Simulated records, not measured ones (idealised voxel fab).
process module | voxel transistor to metal
cross-section cut | 290 nm wide | cells 5 nm
A cross-section is a grid of square cells, given in bands from the top down. A band is one or more rows of cells.
Each band's line starts with the height of the band's top and of its bottom, in nm. Then come its materials from left to right, each with its width in nm. One material with "throughout" fills the band from edge to edge. "air" is empty space.
Height 0 is the level under which the wafer as received is all one material. The lowest band goes on downwards, as in "0 down".
A width such as "30 to 40" changes by the same amount from each row of cells to the next, from the band's top row to its bottom row.
"no change" after a step means that no cell of the cross-section changed.
closed voids: empty space of 8 cells or more with no open way to the top, each as width x height at its distance from the left edge, in nm
after a step's settings: what the simulator itself notes on the step
overlay nm, on a step with a mask: how far to the right of its planned place the mask lay; to the left if negative
plan
1 op RECEIVE | material Si
2 op OXIDIZE | depth nm 5
3 op CONFORMAL_DEP | material SiN | thk nm 10
4 op PATTERN | tone cover | mask id ACTIVE | material resist | width nm 115 | pitch nm 140 | thk nm 15 | overlay nm 0
5 op DIRECTIONAL_ETCH | etch materials SiN | depth nm 10
6 op DIRECTIONAL_ETCH | etch materials SiO2 | depth nm 5
7 op DIRECTIONAL_ETCH | etch materials Si | depth nm 35
8 op STRIP | etch materials resist
9 op FILL_DEP | material SiO2 | thk nm 10
10 op CMP | height nm 10
11 op SELECTIVE_ETCH | etch materials SiO2 | depth nm 10
12 op STRIP | etch materials SiN
13 op SELECTIVE_ETCH | etch materials SiO2 | depth nm 5
14 op OXIDIZE | depth nm 5
15 op DIRECTIONAL_DEP | material polySi | thk nm 20
16 op DIRECTIONAL_DEP | material SiCN | thk nm 15
17 op PATTERN | tone cover | mask id GATE | material resist | width nm 25 | pitch nm 140 | thk nm 15 | overlay nm 0
18 op DIRECTIONAL_ETCH | etch materials SiCN | depth nm 25
19 op DIRECTIONAL_ETCH | etch materials polySi | depth nm 30
20 op STRIP | etch materials resist
21 op CONFORMAL_DEP | material SiN | thk nm 5
22 op DIRECTIONAL_ETCH | etch materials SiN | depth nm 5
23 op DIRECTIONAL_ETCH | etch materials SiO2 | depth nm 5
24 op DIRECTIONAL_ETCH | etch materials Si | depth nm 15
25 op EPI | material nSi | thk nm 20
26 op FILL_DEP | material SiO2 | thk nm 10
27 op CMP | height nm 15
28 op STRIP | etch materials polySi
29 op SELECTIVE_ETCH | etch materials SiO2 | depth nm 5
30 op CONFORMAL_DEP | material HfO2 | thk nm 5
31 op CONFORMAL_DEP | material TiN | thk nm 5
32 op FILL_DEP | material W | thk nm 10
33 op CMP | height nm 10
34 op DIRECTIONAL_DEP | material SiO2 | thk nm 15
35 op MASKED_ETCH | tone open | mask id CONTACT | width nm 15 | etch materials SiO2 | depth nm 30 | overlay nm 0
36 op CONFORMAL_DEP | material TiN | thk nm 5
37 op FILL_DEP | material Ru | thk nm 5
38 op CMP | height nm 25
39 op CONFORMAL_DEP | material SiN | thk nm 5
40 op DIRECTIONAL_DEP | material SiO2 | thk nm 20
41 op DIRECTIONAL_DEP | material aC | thk nm 10
42 op PATTERN | tone open | mask id METAL_1 | material resist | width nm 15 | thk nm 30 | overlay nm 0
43 op DIRECTIONAL_ETCH | etch materials aC | depth nm 10
44 op STRIP | etch materials resist
45 op DIRECTIONAL_ETCH | etch materials SiO2 | depth nm 20
46 op DIRECTIONAL_ETCH | etch materials SiN | depth nm 5
47 op STRIP | etch materials aC
48 op CONFORMAL_DEP | material TiN | thk nm 5
49 op FILL_DEP | material Cu | thk nm 5
50 op CMP | height nm 50
51 op EPI | material Ru | thk nm 5
52 op FILL_DEP | material SiCN | thk nm 5
first wafer, as planned
as received, after step 1
  0 down: Si throughout
  closed voids: none
after step 2
  0 to -5: SiO2 throughout
  below -5: unchanged
after step 3
  10 to 0: SiN throughout
  below 0: unchanged
after step 4
  25 to 10: air 15 | resist 115 | air 25 | resist 115 | air 20
  below 10: unchanged
after step 5
  25 to 10: air 15 | resist 115 | air 25 | resist 115 | air 20
  10 to 0: air 15 | SiN 115 | air 25 | SiN 115 | air 20
  below 0: unchanged
after step 6
  25 to 10: air 15 | resist 115 | air 25 | resist 115 | air 20
  10 to 0: air 15 | SiN 115 | air 25 | SiN 115 | air 20
  0 to -5: air 15 | SiO2 115 | air 25 | SiO2 115 | air 20
  below -5: unchanged
after step 7
  25 to 10: air 15 | resist 115 | air 25 | resist 115 | air 20
  10 to 0: air 15 | SiN 115 | air 25 | SiN 115 | air 20
  0 to -5: air 15 | SiO2 115 | air 25 | SiO2 115 | air 20
  -5 to -40: air 15 | Si 115 | air 25 | Si 115 | air 20
  below -40: unchanged
after step 8
  10 to 0: air 15 | SiN 115 | air 25 | SiN 115 | air 20
  below 0: unchanged
after step 9
  20 to 10: SiO2 throughout
  10 to 0: SiO2 15 | SiN 115 | SiO2 25 | SiN 115 | SiO2 20
  0 to -5: SiO2 throughout
  -5 to -40: SiO2 15 | Si 115 | SiO2 25 | Si 115 | SiO2 20
  below -40: unchanged
after step 10
  10 to 0: SiO2 15 | SiN 115 | SiO2 25 | SiN 115 | SiO2 20
  below 0: unchanged
after step 11
  10 to 0: air 15 | SiN 115 | air 25 | SiN 115 | air 20
  below 0: unchanged
after step 12
  0 to -5: SiO2 throughout
  below -5: unchanged
after step 13
  -5 to -40: SiO2 15 | Si 115 | SiO2 25 | Si 115 | SiO2 20
  below -40: unchanged
after step 14
  -5 to -10: SiO2 throughout
  below -10: unchanged
after step 15
  15 to -5: polySi throughout
  below -5: unchanged
after step 16
  30 to 15: SiCN throughout
  below 15: unchanged
after step 17
  45 to 30: air 60 | resist 25 | air 115 | resist 25 | air 65
  below 30: unchanged
after step 18
  45 to 30: air 60 | resist 25 | air 115 | resist 25 | air 65
  30 to 15: air 60 | SiCN 25 | air 115 | SiCN 25 | air 65
  below 15: unchanged
after step 19
  45 to 30: air 60 | resist 25 | air 115 | resist 25 | air 65
  30 to 15: air 60 | SiCN 25 | air 115 | SiCN 25 | air 65
  15 to -5: air 60 | polySi 25 | air 115 | polySi 25 | air 65
  below -5: unchanged
after step 20
  30 to 15: air 60 | SiCN 25 | air 115 | SiCN 25 | air 65
  below 15: unchanged
after step 21
  35 to 30: air 55 | SiN 35 | air 105 | SiN 35 | air 60
  30 to 15: air 55 | SiN 5 | SiCN 25 | SiN 5 | air 105 | SiN 5 | SiCN 25 | SiN 5 | air 60
  15 to 0: air 55 | SiN 5 | polySi 25 | SiN 5 | air 105 | SiN 5 | polySi 25 | SiN 5 | air 60
  0 to -5: SiN 60 | polySi 25 | SiN 115 | polySi 25 | SiN 65
  below -5: unchanged
after step 22
  30 to 15: air 55 | SiN 5 | SiCN 25 | SiN 5 | air 105 | SiN 5 | SiCN 25 | SiN 5 | air 60
  15 to -5: air 55 | SiN 5 | polySi 25 | SiN 5 | air 105 | SiN 5 | polySi 25 | SiN 5 | air 60
  below -5: unchanged
after step 23
  30 to 15: air 55 | SiN 5 | SiCN 25 | SiN 5 | air 105 | SiN 5 | SiCN 25 | SiN 5 | air 60
  15 to -5: air 55 | SiN 5 | polySi 25 | SiN 5 | air 105 | SiN 5 | polySi 25 | SiN 5 | air 60
  -5 to -10: air 55 | SiO2 35 | air 105 | SiO2 35 | air 60
  below -10: unchanged
after step 24
  30 to 15: air 55 | SiN 5 | SiCN 25 | SiN 5 | air 105 | SiN 5 | SiCN 25 | SiN 5 | air 60
  15 to -5: air 55 | SiN 5 | polySi 25 | SiN 5 | air 105 | SiN 5 | polySi 25 | SiN 5 | air 60
  -5 to -10: air 55 | SiO2 35 | air 105 | SiO2 35 | air 60
  -10 to -25: SiO2 15 | air 40 | Si 35 | air 40 | SiO2 25 | air 40 | Si 35 | air 40 | SiO2 20
  below -25: unchanged
after step 25
  30 to 15: air 55 | SiN 5 | SiCN 25 | SiN 5 | air 105 | SiN 5 | SiCN 25 | SiN 5 | air 60
  15 to 10: air 55 | SiN 5 | polySi 25 | SiN 5 | air 105 | SiN 5 | polySi 25 | SiN 5 | air 60
  10 to -5: air 35 | nSi 20 | SiN 5 | polySi 25 | SiN 5 | nSi 20 | air 65 | nSi 20 | SiN 5 | polySi 25 | SiN 5 | nSi 20 | air 40
  -5 to -10: air 10 | nSi 45 | SiO2 35 | nSi 45 | air 15 | nSi 45 | SiO2 35 | nSi 45 | air 15
  -10 to -25: SiO2 15 | nSi 40 | Si 35 | nSi 40 | SiO2 25 | nSi 40 | Si 35 | nSi 40 | SiO2 20
  below -25: unchanged
after step 26
  40 to 30: SiO2 throughout
  30 to 15: SiO2 55 | SiN 5 | SiCN 25 | SiN 5 | SiO2 105 | SiN 5 | SiCN 25 | SiN 5 | SiO2 60
  15 to 10: SiO2 55 | SiN 5 | polySi 25 | SiN 5 | SiO2 105 | SiN 5 | polySi 25 | SiN 5 | SiO2 60
  10 to -5: SiO2 35 | nSi 20 | SiN 5 | polySi 25 | SiN 5 | nSi 20 | SiO2 65 | nSi 20 | SiN 5 | polySi 25 | SiN 5 | nSi 20 | SiO2 40
  -5 to -10: SiO2 10 | nSi 45 | SiO2 35 | nSi 45 | SiO2 15 | nSi 45 | SiO2 35 | nSi 45 | SiO2 15
  below -10: unchanged
after step 27
  15 to 10: SiO2 55 | SiN 5 | polySi 25 | SiN 5 | SiO2 105 | SiN 5 | polySi 25 | SiN 5 | SiO2 60
  below 10: unchanged
after step 28
  15 to 10: SiO2 55 | SiN 5 | air 25 | SiN 5 | SiO2 105 | SiN 5 | air 25 | SiN 5 | SiO2 60
  10 to -5: SiO2 35 | nSi 20 | SiN 5 | air 25 | SiN 5 | nSi 20 | SiO2 65 | nSi 20 | SiN 5 | air 25 | SiN 5 | nSi 20 | SiO2 40
  below -5: unchanged
after step 29
  15 to 10: air 55 | SiN 5 | air 25 | SiN 5 | air 105 | SiN 5 | air 25 | SiN 5 | air 60
  10 to -5: SiO2 35 | nSi 20 | SiN 5 | air 25 | SiN 5 | nSi 20 | SiO2 65 | nSi 20 | SiN 5 | air 25 | SiN 5 | nSi 20 | SiO2 40
  -5 to -10: SiO2 10 | nSi 45 | air 35 | nSi 45 | SiO2 15 | nSi 45 | air 35 | nSi 45 | SiO2 15
  below -10: unchanged
after step 30
  20 to 15: air 50 | HfO2 15 | air 15 | HfO2 15 | air 95 | HfO2 15 | air 15 | HfO2 15 | air 55
  15 to 10: HfO2 55 | SiN 5 | HfO2 5 | air 15 | HfO2 5 | SiN 5 | HfO2 105 | SiN 5 | HfO2 5 | air 15 | HfO2 5 | SiN 5 | HfO2 60
  10 to -5: SiO2 35 | nSi 20 | SiN 5 | HfO2 5 | air 15 | HfO2 5 | SiN 5 | nSi 20 | SiO2 65 | nSi 20 | SiN 5 | HfO2 5 | air 15 | HfO2 5 | SiN 5 | nSi 20 | SiO2 40
  -5 to -10: SiO2 10 | nSi 45 | HfO2 35 | nSi 45 | SiO2 15 | nSi 45 | HfO2 35 | nSi 45 | SiO2 15
  below -10: unchanged
after step 31
  25 to 20: air 45 | TiN 25 | air 5 | TiN 25 | air 85 | TiN 25 | air 5 | TiN 25 | air 50
  20 to 15: TiN 50 | HfO2 15 | TiN 5 | air 5 | TiN 5 | HfO2 15 | TiN 95 | HfO2 15 | TiN 5 | air 5 | TiN 5 | HfO2 15 | TiN 55
  15 to 10: HfO2 55 | SiN 5 | HfO2 5 | TiN 5 | air 5 | TiN 5 | HfO2 5 | SiN 5 | HfO2 105 | SiN 5 | HfO2 5 | TiN 5 | air 5 | TiN 5 | HfO2 5 | SiN 5 | HfO2 60
  10 to 0: SiO2 35 | nSi 20 | SiN 5 | HfO2 5 | TiN 5 | air 5 | TiN 5 | HfO2 5 | SiN 5 | nSi 20 | SiO2 65 | nSi 20 | SiN 5 | HfO2 5 | TiN 5 | air 5 | TiN 5 | HfO2 5 | SiN 5 | nSi 20 | SiO2 40
  0 to -5: SiO2 35 | nSi 20 | SiN 5 | HfO2 5 | TiN 15 | HfO2 5 | SiN 5 | nSi 20 | SiO2 65 | nSi 20 | SiN 5 | HfO2 5 | TiN 15 | HfO2 5 | SiN 5 | nSi 20 | SiO2 40
  below -5: unchanged
after step 32
  35 to 25: W throughout
  25 to 20: W 45 | TiN 25 | W 5 | TiN 25 | W 85 | TiN 25 | W 5 | TiN 25 | W 50
  20 to 15: TiN 50 | HfO2 15 | TiN 5 | W 5 | TiN 5 | HfO2 15 | TiN 95 | HfO2 15 | TiN 5 | W 5 | TiN 5 | HfO2 15 | TiN 55
  15 to 10: HfO2 55 | SiN 5 | HfO2 5 | TiN 5 | W 5 | TiN 5 | HfO2 5 | SiN 5 | HfO2 105 | SiN 5 | HfO2 5 | TiN 5 | W 5 | TiN 5 | HfO2 5 | SiN 5 | HfO2 60
  10 to 0: SiO2 35 | nSi 20 | SiN 5 | HfO2 5 | TiN 5 | W 5 | TiN 5 | HfO2 5 | SiN 5 | nSi 20 | SiO2 65 | nSi 20 | SiN 5 | HfO2 5 | TiN 5 | W 5 | TiN 5 | HfO2 5 | SiN 5 | nSi 20 | SiO2 40
  below 0: unchanged
after step 33
  10 to 0: SiO2 35 | nSi 20 | SiN 5 | HfO2 5 | TiN 5 | W 5 | TiN 5 | HfO2 5 | SiN 5 | nSi 20 | SiO2 65 | nSi 20 | SiN 5 | HfO2 5 | TiN 5 | W 5 | TiN 5 | HfO2 5 | SiN 5 | nSi 20 | SiO2 40
  below 0: unchanged
after step 34
  25 to 10: SiO2 throughout
  below 10: unchanged
after step 35
  25 to 10: SiO2 25 | air 15 | SiO2 65 | air 15 | SiO2 45 | air 15 | SiO2 65 | air 15 | SiO2 30
  10 to 0: SiO2 25 | air 10 | nSi 20 | SiN 5 | HfO2 5 | TiN 5 | W 5 | TiN 5 | HfO2 5 | SiN 5 | nSi 20 | air 10 | SiO2 45 | air 10 | nSi 20 | SiN 5 | HfO2 5 | TiN 5 | W 5 | TiN 5 | HfO2 5 | SiN 5 | nSi 20 | air 10 | SiO2 30
  0 to -5: SiO2 25 | air 10 | nSi 20 | SiN 5 | HfO2 5 | TiN 15 | HfO2 5 | SiN 5 | nSi 20 | air 10 | SiO2 45 | air 10 | nSi 20 | SiN 5 | HfO2 5 | TiN 15 | HfO2 5 | SiN 5 | nSi 20 | air 10 | SiO2 30
  below -5: unchanged
after step 36
  30 to 25: TiN 30 | air 5 | TiN 75 | air 5 | TiN 55 | air 5 | TiN 75 | air 5 | TiN 35
  25 to 15: SiO2 25 | TiN 5 | air 5 | TiN 5 | SiO2 65 | TiN 5 | air 5 | TiN 5 | SiO2 45 | TiN 5 | air 5 | TiN 5 | SiO2 65 | TiN 5 | air 5 | TiN 5 | SiO2 30
  15 to 10: SiO2 25 | TiN 15 | SiO2 65 | TiN 15 | SiO2 45 | TiN 15 | SiO2 65 | TiN 15 | SiO2 30
  10 to 0: SiO2 25 | TiN 10 | nSi 20 | SiN 5 | HfO2 5 | TiN 5 | W 5 | TiN 5 | HfO2 5 | SiN 5 | nSi 20 | TiN 10 | SiO2 45 | TiN 10 | nSi 20 | SiN 5 | HfO2 5 | TiN 5 | W 5 | TiN 5 | HfO2 5 | SiN 5 | nSi 20 | TiN 10 | SiO2 30
  0 to -5: SiO2 25 | TiN 10 | nSi 20 | SiN 5 | HfO2 5 | TiN 15 | HfO2 5 | SiN 5 | nSi 20 | TiN 10 | SiO2 45 | TiN 10 | nSi 20 | SiN 5 | HfO2 5 | TiN 15 | HfO2 5 | SiN 5 | nSi 20 | TiN 10 | SiO2 30
  below -5: unchanged
after step 37
  35 to 30: Ru throughout
  30 to 25: TiN 30 | Ru 5 | TiN 75 | Ru 5 | TiN 55 | Ru 5 | TiN 75 | Ru 5 | TiN 35
  25 to 15: SiO2 25 | TiN 5 | Ru 5 | TiN 5 | SiO2 65 | TiN 5 | Ru 5 | TiN 5 | SiO2 45 | TiN 5 | Ru 5 | TiN 5 | SiO2 65 | TiN 5 | Ru 5 | TiN 5 | SiO2 30
  below 15: unchanged
after step 38
  25 to 15: SiO2 25 | TiN 5 | Ru 5 | TiN 5 | SiO2 65 | TiN 5 | Ru 5 | TiN 5 | SiO2 45 | TiN 5 | Ru 5 | TiN 5 | SiO2 65 | TiN 5 | Ru 5 | TiN 5 | SiO2 30
  below 15: unchanged
after step 39
  30 to 25: SiN throughout
  below 25: unchanged
after step 40
  50 to 30: SiO2 throughout
  below 30: unchanged
after step 41
  60 to 50: aC throughout
  below 50: unchanged
after step 42
  90 to 60: resist 25 | air 15 | resist 65 | air 15 | resist 45 | air 15 | resist 65 | air 15 | resist 30
  below 60: unchanged
after step 43
  80 to 60: resist 25 | air 15 | resist 65 | air 15 | resist 45 | air 15 | resist 65 | air 15 | resist 30
  60 to 50: aC 25 | air 15 | aC 65 | air 15 | aC 45 | air 15 | aC 65 | air 15 | aC 30
  below 50: unchanged
after step 44
  60 to 50: aC 25 | air 15 | aC 65 | air 15 | aC 45 | air 15 | aC 65 | air 15 | aC 30
  below 50: unchanged
after step 45
  60 to 50: aC 25 | air 15 | aC 65 | air 15 | aC 45 | air 15 | aC 65 | air 15 | aC 30
  50 to 30: SiO2 25 | air 15 | SiO2 65 | air 15 | SiO2 45 | air 15 | SiO2 65 | air 15 | SiO2 30
  below 30: unchanged
after step 46
  60 to 50: aC 25 | air 15 | aC 65 | air 15 | aC 45 | air 15 | aC 65 | air 15 | aC 30
  50 to 30: SiO2 25 | air 15 | SiO2 65 | air 15 | SiO2 45 | air 15 | SiO2 65 | air 15 | SiO2 30
  30 to 25: SiN 25 | air 15 | SiN 65 | air 15 | SiN 45 | air 15 | SiN 65 | air 15 | SiN 30
  below 25: unchanged
after step 47
  50 to 30: SiO2 25 | air 15 | SiO2 65 | air 15 | SiO2 45 | air 15 | SiO2 65 | air 15 | SiO2 30
  below 30: unchanged
after step 48
  55 to 50: TiN 30 | air 5 | TiN 75 | air 5 | TiN 55 | air 5 | TiN 75 | air 5 | TiN 35
  50 to 30: SiO2 25 | TiN 5 | air 5 | TiN 5 | SiO2 65 | TiN 5 | air 5 | TiN 5 | SiO2 45 | TiN 5 | air 5 | TiN 5 | SiO2 65 | TiN 5 | air 5 | TiN 5 | SiO2 30
  30 to 25: SiN 25 | TiN 15 | SiN 65 | TiN 15 | SiN 45 | TiN 15 | SiN 65 | TiN 15 | SiN 30
  below 25: unchanged
after step 49
  60 to 55: Cu throughout
  55 to 50: TiN 30 | Cu 5 | TiN 75 | Cu 5 | TiN 55 | Cu 5 | TiN 75 | Cu 5 | TiN 35
  50 to 30: SiO2 25 | TiN 5 | Cu 5 | TiN 5 | SiO2 65 | TiN 5 | Cu 5 | TiN 5 | SiO2 45 | TiN 5 | Cu 5 | TiN 5 | SiO2 65 | TiN 5 | Cu 5 | TiN 5 | SiO2 30
  below 30: unchanged
after step 50
  50 to 30: SiO2 25 | TiN 5 | Cu 5 | TiN 5 | SiO2 65 | TiN 5 | Cu 5 | TiN 5 | SiO2 45 | TiN 5 | Cu 5 | TiN 5 | SiO2 65 | TiN 5 | Cu 5 | TiN 5 | SiO2 30
  below 30: unchanged
after step 51
  55 to 50: air 20 | Ru 25 | air 55 | Ru 25 | air 35 | Ru 25 | air 55 | Ru 25 | air 25
  below 50: unchanged
after step 52
  60 to 55: SiCN throughout
  55 to 50: SiCN 20 | Ru 25 | SiCN 55 | Ru 25 | SiCN 35 | Ru 25 | SiCN 55 | Ru 25 | SiCN 25
  below 50: unchanged
second wafer: like start, like plan, one mistake. Through step 34 it matches the first wafer
when step 35 should have ended
  25 to 10: SiO2 20 | air 25 | SiO2 55 | air 25 | SiO2 35 | air 25 | SiO2 55 | air 25 | SiO2 25
  10 to 0: SiO2 20 | air 15 | nSi 20 | SiN 5 | HfO2 5 | TiN 5 | W 5 | TiN 5 | HfO2 5 | SiN 5 | nSi 20 | air 15 | SiO2 35 | air 15 | nSi 20 | SiN 5 | HfO2 5 | TiN 5 | W 5 | TiN 5 | HfO2 5 | SiN 5 | nSi 20 | air 15 | SiO2 25
  0 to -5: SiO2 20 | air 15 | nSi 20 | SiN 5 | HfO2 5 | TiN 15 | HfO2 5 | SiN 5 | nSi 20 | air 15 | SiO2 35 | air 15 | nSi 20 | SiN 5 | HfO2 5 | TiN 15 | HfO2 5 | SiN 5 | nSi 20 | air 15 | SiO2 25
  below -5: unchanged
when step 36 should have ended
  30 to 25: TiN 25 | air 15 | TiN 65 | air 15 | TiN 45 | air 15 | TiN 65 | air 15 | TiN 30
  25 to 15: SiO2 20 | TiN 5 | air 15 | TiN 5 | SiO2 55 | TiN 5 | air 15 | TiN 5 | SiO2 35 | TiN 5 | air 15 | TiN 5 | SiO2 55 | TiN 5 | air 15 | TiN 5 | SiO2 25
  15 to 10: SiO2 20 | TiN 5 | air 5 | TiN 15 | SiO2 55 | TiN 15 | air 5 | TiN 5 | SiO2 35 | TiN 5 | air 5 | TiN 15 | SiO2 55 | TiN 15 | air 5 | TiN 5 | SiO2 25
  10 to 0: SiO2 20 | TiN 5 | air 5 | TiN 5 | nSi 20 | SiN 5 | HfO2 5 | TiN 5 | W 5 | TiN 5 | HfO2 5 | SiN 5 | nSi 20 | TiN 5 | air 5 | TiN 5 | SiO2 35 | TiN 5 | air 5 | TiN 5 | nSi 20 | SiN 5 | HfO2 5 | TiN 5 | W 5 | TiN 5 | HfO2 5 | SiN 5 | nSi 20 | TiN 5 | air 5 | TiN 5 | SiO2 25
  0 to -5: SiO2 20 | TiN 15 | nSi 20 | SiN 5 | HfO2 5 | TiN 15 | HfO2 5 | SiN 5 | nSi 20 | TiN 15 | SiO2 35 | TiN 15 | nSi 20 | SiN 5 | HfO2 5 | TiN 15 | HfO2 5 | SiN 5 | nSi 20 | TiN 15 | SiO2 25
  below -5: unchanged
when step 37 should have ended
  35 to 30: Ru throughout
  30 to 25: TiN 25 | Ru 15 | TiN 65 | Ru 15 | TiN 45 | Ru 15 | TiN 65 | Ru 15 | TiN 30
  25 to 15: SiO2 20 | TiN 5 | Ru 15 | TiN 5 | SiO2 55 | TiN 5 | Ru 15 | TiN 5 | SiO2 35 | TiN 5 | Ru 15 | TiN 5 | SiO2 55 | TiN 5 | Ru 15 | TiN 5 | SiO2 25
  15 to 10: SiO2 20 | TiN 5 | Ru 5 | TiN 15 | SiO2 55 | TiN 15 | Ru 5 | TiN 5 | SiO2 35 | TiN 5 | Ru 5 | TiN 15 | SiO2 55 | TiN 15 | Ru 5 | TiN 5 | SiO2 25
  10 to 0: SiO2 20 | TiN 5 | Ru 5 | TiN 5 | nSi 20 | SiN 5 | HfO2 5 | TiN 5 | W 5 | TiN 5 | HfO2 5 | SiN 5 | nSi 20 | TiN 5 | Ru 5 | TiN 5 | SiO2 35 | TiN 5 | Ru 5 | TiN 5 | nSi 20 | SiN 5 | HfO2 5 | TiN 5 | W 5 | TiN 5 | HfO2 5 | SiN 5 | nSi 20 | TiN 5 | Ru 5 | TiN 5 | SiO2 25
  below 0: unchanged
when step 38 should have ended
  25 to 15: SiO2 20 | TiN 5 | Ru 15 | TiN 5 | SiO2 55 | TiN 5 | Ru 15 | TiN 5 | SiO2 35 | TiN 5 | Ru 15 | TiN 5 | SiO2 55 | TiN 5 | Ru 15 | TiN 5 | SiO2 25
  below 15: unchanged
when step 39 should have ended
  30 to 25: SiN throughout
  below 25: unchanged
when step 40 should have ended
  50 to 30: SiO2 throughout
  below 30: unchanged
when step 41 should have ended
  60 to 50: aC throughout
  below 50: unchanged
when step 42 should have ended
  90 to 60: resist 25 | air 15 | resist 65 | air 15 | resist 45 | air 15 | resist 65 | air 15 | resist 30
  below 60: unchanged
when step 43 should have ended
  80 to 60: resist 25 | air 15 | resist 65 | air 15 | resist 45 | air 15 | resist 65 | air 15 | resist 30
  60 to 50: aC 25 | air 15 | aC 65 | air 15 | aC 45 | air 15 | aC 65 | air 15 | aC 30
  below 50: unchanged
when step 44 should have ended
  60 to 50: aC 25 | air 15 | aC 65 | air 15 | aC 45 | air 15 | aC 65 | air 15 | aC 30
  below 50: unchanged
when step 45 should have ended
  60 to 50: aC 25 | air 15 | aC 65 | air 15 | aC 45 | air 15 | aC 65 | air 15 | aC 30
  50 to 30: SiO2 25 | air 15 | SiO2 65 | air 15 | SiO2 45 | air 15 | SiO2 65 | air 15 | SiO2 30
  below 30: unchanged
when step 46 should have ended
  60 to 50: aC 25 | air 15 | aC 65 | air 15 | aC 45 | air 15 | aC 65 | air 15 | aC 30
  50 to 30: SiO2 25 | air 15 | SiO2 65 | air 15 | SiO2 45 | air 15 | SiO2 65 | air 15 | SiO2 30
  30 to 25: SiN 25 | air 15 | SiN 65 | air 15 | SiN 45 | air 15 | SiN 65 | air 15 | SiN 30
  below 25: unchanged
when step 47 should have ended
  50 to 30: SiO2 25 | air 15 | SiO2 65 | air 15 | SiO2 45 | air 15 | SiO2 65 | air 15 | SiO2 30
  below 30: unchanged
when step 48 should have ended
  55 to 50: TiN 30 | air 5 | TiN 75 | air 5 | TiN 55 | air 5 | TiN 75 | air 5 | TiN 35
  50 to 30: SiO2 25 | TiN 5 | air 5 | TiN 5 | SiO2 65 | TiN 5 | air 5 | TiN 5 | SiO2 45 | TiN 5 | air 5 | TiN 5 | SiO2 65 | TiN 5 | air 5 | TiN 5 | SiO2 30
  30 to 25: SiN 25 | TiN 15 | SiN 65 | TiN 15 | SiN 45 | TiN 15 | SiN 65 | TiN 15 | SiN 30
  below 25: unchanged
when step 49 should have ended
  60 to 55: Cu throughout
  55 to 50: TiN 30 | Cu 5 | TiN 75 | Cu 5 | TiN 55 | Cu 5 | TiN 75 | Cu 5 | TiN 35
  50 to 30: SiO2 25 | TiN 5 | Cu 5 | TiN 5 | SiO2 65 | TiN 5 | Cu 5 | TiN 5 | SiO2 45 | TiN 5 | Cu 5 | TiN 5 | SiO2 65 | TiN 5 | Cu 5 | TiN 5 | SiO2 30
  below 30: unchanged
when step 50 should have ended
  50 to 30: SiO2 25 | TiN 5 | Cu 5 | TiN 5 | SiO2 65 | TiN 5 | Cu 5 | TiN 5 | SiO2 45 | TiN 5 | Cu 5 | TiN 5 | SiO2 65 | TiN 5 | Cu 5 | TiN 5 | SiO2 30
  below 30: unchanged
when step 51 should have ended
  55 to 50: air 20 | Ru 25 | air 55 | Ru 25 | air 35 | Ru 25 | air 55 | Ru 25 | air 25
  below 50: unchanged
when step 52 should have ended
  60 to 55: SiCN throughout
  55 to 50: SiCN 20 | Ru 25 | SiCN 55 | Ru 25 | SiCN 35 | Ru 25 | SiCN 55 | Ru 25 | SiCN 25
  below 50: unchanged
what went wrong: step 35 ran as: op MASKED_ETCH | tone open | mask id CONTACT | width nm 25 | etch materials SiO2 | depth nm 30 | overlay nm 0
at the end the second wafer has, in cells: 28 more of Ru | 36 fewer of SiO2 | 8 more of TiN
